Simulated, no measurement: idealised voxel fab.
Process module under the name voxel self aligned contacts
In the cross-section labelled cut, the width is 290 nm and each square cell is 5 nm.
Cross-sections here: square-cell grids, written as top-down lists of bands, a band being one or more rows of cells.
This entry defines a band. It first specifies the height of the band's top and the height of its bottom in nm, and then specifies the band's materials from left to right, stating each material with its width in nm. The word "edge to edge" identifies a single material that fills the band from edge to edge, while the word "air" identifies empty space.
Where do heights start? At 0: under that level the wafer as delivered is made of one material only. And the lowest band has no floor; it just carries on downward, as in "0 down".
You'd read "30->40" like this: the band's top row of cells is as wide as the first number, its bottom row is as wide as the second, and going down, every row changes width by the same amount as the row before did.
A step reported as "all unchanged" is a step in which no cell of the cross-section changed.
The list in "Cavities, closed" covers empty spaces of 8 cells or more that cannot reach the top through any open way, and it gives each as width x height at distance; the distance is from the left edge, and width, height and distance are in nm.
If you see something after the settings on a step's line, that's the simulator's own remark about that step.
"overlay nm" denotes, for a step that has a mask, the displacement of the mask to the right of its planned place, with negative values corresponding to the left.
THESE ARE THE STEPS WE PLANNED FOR THE PROCESS
- 1: RECEIVE with material Si
- 2: CONFORMAL_DEP with material SiO2, thk nm 5
- 3: DIRECTIONAL_DEP with material polySi, thk nm 25
- 4: DIRECTIONAL_DEP with material SiN, thk nm 15
- 5: PATTERN with tone cover, mask id GATE, material resist, width nm 35, pitch nm 60, thk nm 15, overlay nm 0
- 6: DIRECTIONAL_ETCH with etch materials SiN, depth nm 15
- 7: DIRECTIONAL_ETCH with etch materials polySi, depth nm 25
- 8: STRIP with etch materials resist
- 9: CONFORMAL_DEP with material SiN, thk nm 5
- 10: DIRECTIONAL_ETCH with etch materials SiN, depth nm 5
- 11: FILL_DEP with material SiO2, thk nm 20
- 12: CMP with height nm 55
- 13: DIRECTIONAL_DEP with material aC, thk nm 15
- 14: PATTERN with tone open, mask id CONTACT, material resist, width nm 35, thk nm 35, overlay nm 0
- 15: DIRECTIONAL_ETCH with etch materials aC, depth nm 15
- 16: STRIP with etch materials resist
- 17: DIRECTIONAL_ETCH with etch materials SiO2, depth nm 55
- 18: STRIP with etch materials aC
- 19: CONFORMAL_DEP with material TiN, thk nm 5
- 20: FILL_DEP with material Ru, thk nm 10
- 21: CMP with height nm 55
- 22: CONFORMAL_DEP with material SiCN, thk nm 5
FIRST WAFER, TWO IN TOTAL, RUN AS PLANNED
THIS IS THE CROSS-SECTION OF THE WAFER AS WE RECEIVED IT, I.E. AFTER STEP 1
- 0 down = Si edge to edge
- Cavities, closed: none
CROSS-SECTION OF THE WAFER SUBSEQUENT TO STEP 2
- 5 to 0 = SiO2 edge to edge
- below 0: unchanged
CROSS-SECTION OF THE WAFER SUBSEQUENT TO STEP 3
- 30 to 5 = polySi edge to edge
- below 5: unchanged
CROSS-SECTION OF THE WAFER SUBSEQUENT TO STEP 4
- 45 to 30 = SiN edge to edge
- below 30: unchanged
CROSS-SECTION OF THE WAFER SUBSEQUENT TO STEP 5
- 60 to 45 = 95 nm air  35 nm resist  25 nm air  35 nm resist  100 nm air
- below 45: unchanged
CROSS-SECTION OF THE WAFER SUBSEQUENT TO STEP 6
- 60 to 45 = 95 nm air  35 nm resist  25 nm air  35 nm resist  100 nm air
- 45 to 30 = 95 nm air  35 nm SiN  25 nm air  35 nm SiN  100 nm air
- below 30: unchanged
CROSS-SECTION OF THE WAFER SUBSEQUENT TO STEP 7
- 60 to 45 = 95 nm air  35 nm resist  25 nm air  35 nm resist  100 nm air
- 45 to 30 = 95 nm air  35 nm SiN  25 nm air  35 nm SiN  100 nm air
- 30 to 5 = 95 nm air  35 nm polySi  25 nm air  35 nm polySi  100 nm air
- below 5: unchanged
CROSS-SECTION OF THE WAFER SUBSEQUENT TO STEP 8
- 45 to 30 = 95 nm air  35 nm SiN  25 nm air  35 nm SiN  100 nm air
- below 30: unchanged
CROSS-SECTION OF THE WAFER SUBSEQUENT TO STEP 9
- 50 to 30 = 90 nm air  45 nm SiN  15 nm air  45 nm SiN  95 nm air
- 30 to 10 = 90 nm air  5 nm SiN  35 nm polySi  5 nm SiN  15 nm air  5 nm SiN  35 nm polySi  5 nm SiN  95 nm air
- 10 to 5 = 95 nm SiN  35 nm polySi  25 nm SiN  35 nm polySi  100 nm SiN
- below 5: unchanged
CROSS-SECTION OF THE WAFER SUBSEQUENT TO STEP 10
- 45 to 30 = 90 nm air  45 nm SiN  15 nm air  45 nm SiN  95 nm air
- 30 to 5 = 90 nm air  5 nm SiN  35 nm polySi  5 nm SiN  15 nm air  5 nm SiN  35 nm polySi  5 nm SiN  95 nm air
- below 5: unchanged
CROSS-SECTION OF THE WAFER SUBSEQUENT TO STEP 11
- 65 to 45 = SiO2 edge to edge
- 45 to 30 = 90 nm SiO2  45 nm SiN  15 nm SiO2  45 nm SiN  95 nm SiO2
- 30 to 5 = 90 nm SiO2  5 nm SiN  35 nm polySi  5 nm SiN  15 nm SiO2  5 nm SiN  35 nm polySi  5 nm SiN  95 nm SiO2
- below 5: unchanged
CROSS-SECTION OF THE WAFER SUBSEQUENT TO STEP 12
- 55 to 45 = SiO2 edge to edge
- below 45: unchanged
CROSS-SECTION OF THE WAFER SUBSEQUENT TO STEP 13
- 70 to 55 = aC edge to edge
- below 55: unchanged
CROSS-SECTION OF THE WAFER SUBSEQUENT TO STEP 14
- 105 to 70 = 125 nm resist  35 nm air  130 nm resist
- below 70: unchanged
CROSS-SECTION OF THE WAFER SUBSEQUENT TO STEP 15
- 90 to 70 = 125 nm resist  35 nm air  130 nm resist
- 70 to 55 = 125 nm aC  35 nm air  130 nm aC
- below 55: unchanged
CROSS-SECTION OF THE WAFER SUBSEQUENT TO STEP 16
- 70 to 55 = 125 nm aC  35 nm air  130 nm aC
- below 55: unchanged
CROSS-SECTION OF THE WAFER SUBSEQUENT TO STEP 17
- 70 to 55 = 125 nm aC  35 nm air  130 nm aC
- 55 to 45 = 125 nm SiO2  35 nm air  130 nm SiO2
- 45 to 30 = 90 nm SiO2  45 nm SiN  15 nm air  45 nm SiN  95 nm SiO2
- 30 to 5 = 90 nm SiO2  5 nm SiN  35 nm polySi  5 nm SiN  15 nm air  5 nm SiN  35 nm polySi  5 nm SiN  95 nm SiO2
- 5 to 0 = 135 nm SiO2  15 nm air  140 nm SiO2
- below 0: unchanged
CROSS-SECTION OF THE WAFER SUBSEQUENT TO STEP 18
- 55 to 45 = 125 nm SiO2  35 nm air  130 nm SiO2
- below 45: unchanged
CROSS-SECTION OF THE WAFER SUBSEQUENT TO STEP 19
- 60 to 55 = 130 nm TiN  25 nm air  135 nm TiN
- 55 to 45 = 125 nm SiO2  5->15 nm TiN  25->5 nm air  5->15 nm TiN  130 nm SiO2
- 45 to 30 = 90 nm SiO2  45 nm SiN  5 nm TiN  5 nm air  5 nm TiN  45 nm SiN  95 nm SiO2
- 30 to 5 = 90 nm SiO2  5 nm SiN  35 nm polySi  5 nm SiN  5 nm TiN  5 nm air  5 nm TiN  5 nm SiN  35 nm polySi  5 nm SiN  95 nm SiO2
- 5 to 0 = 135 nm SiO2  15 nm TiN  140 nm SiO2
- below 0: unchanged
CROSS-SECTION OF THE WAFER SUBSEQUENT TO STEP 20
- 70 to 60 = Ru edge to edge
- 60 to 55 = 130 nm TiN  25 nm Ru  135 nm TiN
- 55 to 45 = 125 nm SiO2  5->15 nm TiN  25->5 nm Ru  5->15 nm TiN  130 nm SiO2
- 45 to 30 = 90 nm SiO2  45 nm SiN  5 nm TiN  5 nm Ru  5 nm TiN  45 nm SiN  95 nm SiO2
- 30 to 5 = 90 nm SiO2  5 nm SiN  35 nm polySi  5 nm SiN  5 nm TiN  5 nm Ru  5 nm TiN  5 nm SiN  35 nm polySi  5 nm SiN  95 nm SiO2
- below 5: unchanged
CROSS-SECTION OF THE WAFER SUBSEQUENT TO STEP 21
- 55 to 45 = 125 nm SiO2  5->15 nm TiN  25->5 nm Ru  5->15 nm TiN  130 nm SiO2
- below 45: unchanged
CROSS-SECTION OF THE WAFER SUBSEQUENT TO STEP 22
- 60 to 55 = SiCN edge to edge
- below 55: unchanged
SECOND OF TWO: SAME START, SAME PLAN, ONE RUN ERROR; STEPS UP TO AND INCLUDING 8 MATCH THE FIRST
SECOND WAFER AT THE PLANNED FINISH OF STEP 9, SEEN IN CROSS-SECTION
- 40 to 30 = 95 nm air  35 nm SiN  25 nm air  35 nm SiN  100 nm air
- below 30: unchanged
SECOND WAFER AT THE PLANNED FINISH OF STEP 10, SEEN IN CROSS-SECTION
- 45 to 30 = 90 nm air  45 nm SiN  15 nm air  45 nm SiN  95 nm air
- 30 to 10 = 90 nm air  5 nm SiN  35 nm polySi  5 nm SiN  15 nm air  5 nm SiN  35 nm polySi  5 nm SiN  95 nm air
- 10 to 5 = 95 nm SiN  35 nm polySi  25 nm SiN  35 nm polySi  100 nm SiN
- below 5: unchanged
SECOND WAFER AT THE PLANNED FINISH OF STEP 11, SEEN IN CROSS-SECTION
- 65 to 45 = SiO2 edge to edge
- 45 to 30 = 90 nm SiO2  45 nm SiN  15 nm SiO2  45 nm SiN  95 nm SiO2
- 30 to 10 = 90 nm SiO2  5 nm SiN  35 nm polySi  5 nm SiN  15 nm SiO2  5 nm SiN  35 nm polySi  5 nm SiN  95 nm SiO2
- below 10: unchanged
SECOND WAFER AT THE PLANNED FINISH OF STEP 12, SEEN IN CROSS-SECTION
- 55 to 45 = SiO2 edge to edge
- below 45: unchanged
SECOND WAFER AT THE PLANNED FINISH OF STEP 13, SEEN IN CROSS-SECTION
- 70 to 55 = aC edge to edge
- below 55: unchanged
SECOND WAFER AT THE PLANNED FINISH OF STEP 14, SEEN IN CROSS-SECTION
- 105 to 70 = 125 nm resist  35 nm air  130 nm resist
- below 70: unchanged
SECOND WAFER AT THE PLANNED FINISH OF STEP 15, SEEN IN CROSS-SECTION
- 90 to 70 = 125 nm resist  35 nm air  130 nm resist
- 70 to 55 = 125 nm aC  35 nm air  130 nm aC
- below 55: unchanged
SECOND WAFER AT THE PLANNED FINISH OF STEP 16, SEEN IN CROSS-SECTION
- 70 to 55 = 125 nm aC  35 nm air  130 nm aC
- below 55: unchanged
SECOND WAFER AT THE PLANNED FINISH OF STEP 17, SEEN IN CROSS-SECTION
- 70 to 55 = 125 nm aC  35 nm air  130 nm aC
- 55 to 45 = 125 nm SiO2  35 nm air  130 nm SiO2
- 45 to 30 = 90 nm SiO2  45 nm SiN  15 nm air  45 nm SiN  95 nm SiO2
- 30 to 10 = 90 nm SiO2  5 nm SiN  35 nm polySi  5 nm SiN  15 nm air  5 nm SiN  35 nm polySi  5 nm SiN  95 nm SiO2
- below 10: unchanged
SECOND WAFER AT THE PLANNED FINISH OF STEP 18, SEEN IN CROSS-SECTION
- 55 to 45 = 125 nm SiO2  35 nm air  130 nm SiO2
- below 45: unchanged
SECOND WAFER AT THE PLANNED FINISH OF STEP 19, SEEN IN CROSS-SECTION
- 60 to 55 = 130 nm TiN  25 nm air  135 nm TiN
- 55 to 45 = 125 nm SiO2  5->15 nm TiN  25->5 nm air  5->15 nm TiN  130 nm SiO2
- 45 to 30 = 90 nm SiO2  45 nm SiN  5 nm TiN  5 nm air  5 nm TiN  45 nm SiN  95 nm SiO2
- 30 to 15 = 90 nm SiO2  5 nm SiN  35 nm polySi  5 nm SiN  5 nm TiN  5 nm air  5 nm TiN  5 nm SiN  35 nm polySi  5 nm SiN  95 nm SiO2
- 15 to 10 = 90 nm SiO2  5 nm SiN  35 nm polySi  5 nm SiN  15 nm TiN  5 nm SiN  35 nm polySi  5 nm SiN  95 nm SiO2
- below 10: unchanged
SECOND WAFER AT THE PLANNED FINISH OF STEP 20, SEEN IN CROSS-SECTION
- 70 to 60 = Ru edge to edge
- 60 to 55 = 130 nm TiN  25 nm Ru  135 nm TiN
- 55 to 45 = 125 nm SiO2  5->15 nm TiN  25->5 nm Ru  5->15 nm TiN  130 nm SiO2
- 45 to 30 = 90 nm SiO2  45 nm SiN  5 nm TiN  5 nm Ru  5 nm TiN  45 nm SiN  95 nm SiO2
- 30 to 15 = 90 nm SiO2  5 nm SiN  35 nm polySi  5 nm SiN  5 nm TiN  5 nm Ru  5 nm TiN  5 nm SiN  35 nm polySi  5 nm SiN  95 nm SiO2
- below 15: unchanged
SECOND WAFER AT THE PLANNED FINISH OF STEP 21, SEEN IN CROSS-SECTION
- 55 to 45 = 125 nm SiO2  5->15 nm TiN  25->5 nm Ru  5->15 nm TiN  130 nm SiO2
- below 45: unchanged
SECOND WAFER AT THE PLANNED FINISH OF STEP 22, SEEN IN CROSS-SECTION
- 60 to 55 = SiCN edge to edge
- below 55: unchanged
The plan and the run diverged here: steps 9 and 10 of the plan were run in the wrong order, each in the other's place
Heads up, by the end the second wafer has more or fewer cells of some materials compared to the first: 2 fewer of Ru; 40 more of SiN; 34 fewer of SiO2; 4 fewer of TiN
